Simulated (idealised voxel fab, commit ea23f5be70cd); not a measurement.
Module name: voxel spacer lines (process module)
Xsec cut, 165 nm wide, square cell size 5 nm.
The cross-sections in this document take the form of a grid made of square cells. They are written out as bands, in order from top to bottom. Each band consists of one or more rows of cells.
The band entry comprises the height of the band's top followed by the height of its bottom, expressed in nm, and subsequently the band's materials from left to right, each stated together with its width in nm. Where a single material is marked with the word "edge to edge", that material fills the band from edge to edge. The word "empty" represents empty space.
A quick word on heights: they are counted from 0, and under that level the wafer as it came to us is one material throughout. The lowest band is different from the rest in having no bottom; it simply continues downward, written as in "0 down".
It should be noted that a width expressed as "30..40" varies in equal increments from row to row of cells within the band, taking the value of the first number at the top row and that of the second number at the bottom row.
A step reported as "everything unchanged" is a step in which no cell of the cross-section changed.
For the entry "closed voids", the listed items are empty spaces with no open way to the top whose size is 8 cells or more; each item follows the pattern width x height at distance, where distance is from the left edge and all three are in nm.
Whatever follows a step's settings on its line is a remark the simulator itself makes about that step.
"overlay nm", when on a step's line for a step with a mask, measures how far to the right of its planned place the mask lay; a negative measure means to the left.
[The following list gives the planned process steps]
1,RECEIVE: material Si
2,CONFORMAL_DEP: material Al2O3, thk nm 5
3,DIRECTIONAL_DEP: material polySi, thk nm 15
4,DIRECTIONAL_DEP: material aC, thk nm 25
5,PATTERN: tone cover, mask id MANDREL, material resist, width nm 20, pitch nm 60, thk nm 30, overlay nm 0
6,DIRECTIONAL_ETCH: etch materials aC, depth nm 25
7,STRIP: etch materials resist
8,CONFORMAL_DEP: material SiO2, thk nm 10
9,DIRECTIONAL_ETCH: etch materials SiO2, depth nm 10
10,STRIP: etch materials aC
11,DIRECTIONAL_ETCH: etch materials polySi, depth nm 15
12,STRIP: etch materials SiO2
[Wafer as received: cross-section following step 1]
> 0 down = Si edge to edge
> closed voids: none
[Result of the module, cross-sectioned: start per above, plan per above, one error in how it was run]
> 15 to 0 = 30 empty | 10 polySi | 20 empty | 10 polySi | 20 empty | 10 polySi | 20 empty | 10 polySi | 35 empty
> 0 down = Si edge to edge
> closed voids: none
What was done differently from what was planned? step 2 of the plan: omitted, not performed
